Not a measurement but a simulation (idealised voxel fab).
Proc. module: voxel capacitor over wiring
This is section cut - it's 260 nm across, gridded in 5 nm square cells.
Throughout this document, each cross-section is represented as a grid of square cells and is presented as a sequence of bands enumerated from the top downward, where a band comprises one or more rows of cells.
Heights first: top, then bottom, in nm. Then materials, left to right, each with a width in nm. "all across" on a single material: fills the band edge to edge. "blank": empty space.
Heights are measured from 0, the level below which the as-received wafer is all one material; the lowest band has no bottom and continues downward, written as in "0..down".
When a width is written as two numbers, as in "30 to 40", the first number is the width in the top row of cells of the band and the second is the width in its bottom row, and the width changes by the same amount from each row to the next.
"remains unaltered", as given for a step, is the statement that not any cell of the cross-section underwent a change during that step.
In "Sealed voids" the enclosed voids are listed, meaning empty spaces of 8 cells or larger without any opening to the top. The form is width x height at distance, distance from the left edge, units nm.
Heads up: the bit after the settings on a step's line is the simulator's remark on that step.
If you see "overlay nm" on a step's line and that step has a mask, it's telling you how far right of where it was planned the mask ended up; a negative number means it went left instead.
PLANNED PROCESS STEPS
1) RECEIVE,material Si
2) CONFORMAL_DEP,material SiO2,thk nm 10
3) DIRECTIONAL_DEP,material TiN,thk nm 5
4) DIRECTIONAL_DEP,material W,thk nm 20
5) DIRECTIONAL_DEP,material aC,thk nm 15
6) PATTERN,tone cover,mask id METAL_1,material resist,width nm 25,pitch nm 90,thk nm 35,overlay nm 0
7) DIRECTIONAL_ETCH,etch materials aC,depth nm 15
8) STRIP,etch materials resist
9) DIRECTIONAL_ETCH,etch materials W,depth nm 20
10) DIRECTIONAL_ETCH,etch materials TiN,depth nm 5
11) STRIP,etch materials aC
12) FILL_DEP,material lowk,thk nm 5
13) CMP,height nm 35
14) CONFORMAL_DEP,material SiCN,thk nm 5
15) DIRECTIONAL_DEP,material lowk,thk nm 10
16) MASKED_ETCH,tone open,mask id PLUG_1,width nm 15,etch materials lowk,depth nm 10,overlay nm 0
17) MASKED_ETCH,tone open,mask id PLUG_1,width nm 15,etch materials SiCN,depth nm 5,overlay nm 0
18) EPI,material Ru,thk nm 10
19) EPI,material Ru,thk nm 5
20) DIRECTIONAL_DEP,material TiN,thk nm 10
21) DIRECTIONAL_DEP,material Al2O3,thk nm 5
22) DIRECTIONAL_DEP,material TiN,thk nm 10
23) PATTERN,tone cover,mask id UPPER_PLATE,material resist,width nm 70,thk nm 20,overlay nm 0
24) DIRECTIONAL_ETCH,etch materials TiN,depth nm 10
25) DIRECTIONAL_ETCH,etch materials Al2O3,depth nm 5
26) STRIP,etch materials resist
27) PATTERN,tone cover,mask id LOWER_PLATE,material resist,width nm 80,thk nm 15,overlay nm 0
28) DIRECTIONAL_ETCH,etch materials TiN,depth nm 10
29) STRIP,etch materials resist
30) FILL_DEP,material SiO2,thk nm 20
31) CMP,height nm 90
32) PATTERN,tone open,mask id PLUG_2,material resist,width nm 15,thk nm 15,overlay nm 0
33) DIRECTIONAL_ETCH,etch materials SiO2,depth nm 15
34) STRIP,etch materials resist
35) CONFORMAL_DEP,material TiN,thk nm 5
36) FILL_DEP,material W,thk nm 5
37) CMP,height nm 90
38) CONFORMAL_DEP,material SiCN,thk nm 5
AS-RECEIVED STATE OF THE WAFER IN CROSS-SECTION, EQUIVALENT TO POST-STEP 1
> 0..down = Si all across
> Sealed voids: none
FIRST WAFER OF TWO, SECTIONED AT END OF MODULE; RUN WENT PER PLAN
> 95..90 = SiCN all across
> 90..80 = SiO2: 90, then TiN: 5, then W: 5, then TiN: 5, then SiO2: 155
> 80..75 = SiO2: 90, then TiN: 15, then SiO2: 155
> 75..65 = SiO2: 80, then TiN: 70, then SiO2: 110
> 65..60 = SiO2: 80, then Al2O3: 70, then SiO2: 110
> 60..50 = SiO2: 75, then TiN: 80, then SiO2: 105
> 50..40 = lowk: 80, then Ru: 15, then lowk: 165
> 40..35 = SiCN: 80, then Ru: 15, then SiCN: 165
> 35..15 = lowk: 70, then W: 25, then lowk: 65, then W: 25, then lowk: 75
> 15..10 = lowk: 70, then TiN: 25, then lowk: 65, then TiN: 25, then lowk: 75
> 10..0 = SiO2 all across
> 0..down = Si all across
> Sealed voids: none
END OF MODULE, SECOND WAFER, CROSS-SECTION. STARTED LIKE THE FIRST, PLANNED LIKE THE FIRST, RUN WITH ONE MISTAKE
> 95..90 = SiCN all across
> 90..80 = SiO2: 90, then TiN: 5, then W: 5, then TiN: 5, then SiO2: 155
> 80..75 = SiO2: 90, then TiN: 15, then SiO2: 155
> 75..65 = SiO2: 95, then TiN: 55, then SiO2: 110
> 65..60 = SiO2: 95, then Al2O3: 55, then SiO2: 110
> 60..50 = SiO2: 75, then TiN: 80, then SiO2: 105
> 50..45 = lowk: 80, then Al2O3: 15, then lowk: 165
> 45..40 = lowk: 80, then TiN: 15, then lowk: 165
> 40..35 = SiCN: 80, then TiN: 15, then SiCN: 165
> 35..15 = W: 70, then lowk: 25, then W: 65, then lowk: 25, then W: 75
> 15..10 = TiN: 70, then lowk: 25, then TiN: 65, then lowk: 25, then TiN: 75
> 10..0 = SiO2 all across
> 0..down = Si all across
> Sealed voids: none
What was done differently from what was planned? rather than as planned, step 6 actually ran as PATTERN,tone open,mask id METAL_1,material resist,width nm 25,pitch nm 90,thk nm 35,overlay nm 0
Looking at both finished wafers in cells, the second ends up ahead of or behind the first on some materials: -9 Ru, +9 SiO2, +32 TiN, +128 W, -160 lowk
